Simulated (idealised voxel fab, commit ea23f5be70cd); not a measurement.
The process module that follows is named voxel capacitor over wiring.
We display cut, a cross-section 230 nm in width whose square cells are each 5 nm.
A cross-section in this document is a grid of square cells, and it is written down as bands, the top band listed before the ones below it; a band is made up of one or more rows of cells.
It is stipulated that each band's entry specify, in nanometres, the height of the top of the band and then that of its bottom, followed by the materials of the band in left-to-right sequence, each together with its width in nanometres. A single material marked by the word "all across" is understood to fill the band from edge to edge; the word "air" is understood to denote empty space.
Height datum 0, below which the as-received substrate wafer is one material. Lowest band open at the bottom, running downward: "from 0 down".
Width: "30->40" (first number = top row, second number = bottom row, same change from row to row of cells).
Any step labelled "no alterations made" changed none of the cells in the cross-section.
In "Sealed-off cavities" the enclosed voids are listed, meaning empty spaces of 8 cells or larger without any opening to the top. The form is width x height at distance, distance from the left edge, units nm.
What comes after the settings on a step's line is commentary from the simulator itself on that step.
On any step carrying a mask, the "overlay nm" setting, if present on the step's line, tells how far right of its planned place the mask lay; negative values point to the left.
## Planned step list for the process
- 1: RECEIVE,material Si
- 2: CONFORMAL_DEP,material SiO2,thk nm 15
- 3: CONFORMAL_DEP,material SiCN,thk nm 5
- 4: DIRECTIONAL_DEP,material lowk,thk nm 15
- 5: PATTERN,tone open,mask id METAL_1,material resist,width nm 25,pitch nm 75,thk nm 15,overlay nm 0
- 6: DIRECTIONAL_ETCH,etch materials lowk,depth nm 15
- 7: DIRECTIONAL_ETCH,etch materials SiCN,depth nm 5
- 8: STRIP,etch materials resist
- 9: CONFORMAL_DEP,material TiN,thk nm 5
- 10: FILL_DEP,material Ru,thk nm 5
- 11: CMP,height nm 35
- 12: EPI,material Ru,thk nm 5
- 13: FILL_DEP,material SiCN,thk nm 5
- 14: DIRECTIONAL_DEP,material SiO2,thk nm 20
- 15: DIRECTIONAL_DEP,material aC,thk nm 10
- 16: PATTERN,tone open,mask id PLUG_1,material resist,width nm 15,thk nm 30,overlay nm 0
- 17: DIRECTIONAL_ETCH,etch materials aC,depth nm 10
- 18: STRIP,etch materials resist
- 19: DIRECTIONAL_ETCH,etch materials SiO2,depth nm 20
- 20: DIRECTIONAL_ETCH,etch materials SiCN,depth nm 5
- 21: STRIP,etch materials aC
- 22: CONFORMAL_DEP,material TiN,thk nm 5
- 23: FILL_DEP,material W,thk nm 10
- 24: CMP,height nm 65
- 25: DIRECTIONAL_DEP,material TiN,thk nm 5
- 26: DIRECTIONAL_DEP,material HfO2,thk nm 5
- 27: DIRECTIONAL_DEP,material TiN,thk nm 5
- 28: MASKED_ETCH,tone cover,mask id UPPER_PLATE,width nm 55,etch materials TiN,depth nm 5,overlay nm 0
- 29: MASKED_ETCH,tone cover,mask id UPPER_PLATE,width nm 55,etch materials HfO2,depth nm 5,overlay nm 0
- 30: MASKED_ETCH,tone cover,mask id LOWER_PLATE,width nm 65,etch materials TiN,depth nm 5,overlay nm 0
- 31: FILL_DEP,material SiO2,thk nm 15
- 32: CMP,height nm 90
- 33: MASKED_ETCH,tone open,mask id PLUG_2,width nm 15,etch materials SiO2,depth nm 10,overlay nm 0
- 34: CONFORMAL_DEP,material TiN,thk nm 5
- 35: FILL_DEP,material Cu,thk nm 5
- 36: CMP,height nm 90
- 37: CONFORMAL_DEP,material SiN,thk nm 5
## Cross-section of the incoming wafer, state after step 1
    from 0 down | Si all across
    Sealed-off cavities: none
## The first of the two wafers as seen in cross-section once the module was finished; processing followed the plan
    from 95 to 90 | SiN all across
    from 90 to 85 | SiO2 85, then TiN 5, then Cu 5, then TiN 5, then SiO2 130
    from 85 to 75 | SiO2 85->75, then TiN 15->55, then SiO2 130->100
    from 75 to 70 | SiO2 75, then HfO2 55, then SiO2 100
    from 70 to 65 | SiO2 70, then TiN 65, then SiO2 95
    from 65 to 45 | SiO2 75, then TiN 5, then W 5, then TiN 5, then SiO2 140
    from 45 to 40 | SiCN 75, then TiN 15, then SiCN 140
    from 40 to 35 | SiCN 60, then Ru 35, then SiCN 40, then Ru 35, then SiCN 60
    from 35 to 20 | lowk 65, then TiN 5, then Ru 15, then TiN 5, then lowk 50, then TiN 5, then Ru 15, then TiN 5, then lowk 65
    from 20 to 15 | SiCN 65, then TiN 25, then SiCN 50, then TiN 25, then SiCN 65
    from 15 to 0 | SiO2 all across
    from 0 down | Si all across
    Sealed-off cavities: none
## Cross-sectional view: second of two wafers, end of module; start and plan identical to the first, one mistake in running
    from 95 to 90 | SiN all across
    from 90 to 85 | SiO2 85, then TiN 5, then Cu 5, then TiN 5, then SiO2 130
    from 85 to 75 | SiO2 85->75, then TiN 15->55, then SiO2 130->100
    from 75 to 70 | SiO2 75, then HfO2 55, then SiO2 100
    from 70 to 65 | SiO2 70, then TiN 65, then SiO2 95
    from 65 to 45 | SiO2 65, then TiN 5, then W 5, then TiN 5, then SiO2 150
    from 45 to 40 | SiCN 65, then TiN 15, then SiCN 150
    from 40 to 35 | SiCN 60, then Ru 35, then SiCN 40, then Ru 35, then SiCN 60
    from 35 to 20 | lowk 65, then TiN 5, then Ru 15, then TiN 5, then lowk 50, then TiN 5, then Ru 15, then TiN 5, then lowk 65
    from 20 to 15 | SiCN 65, then TiN 25, then SiCN 50, then TiN 25, then SiCN 65
    from 15 to 0 | SiO2 all across
    from 0 down | Si all across
    Sealed-off cavities: none
Want to know what went wrong? step 16 changed vs plan, executed as PATTERN,tone open,mask id PLUG_1,material resist,width nm 15,thk nm 30,overlay nm -10
The two final wafers agree on how many cells each material fills and disagree on which cells those are.
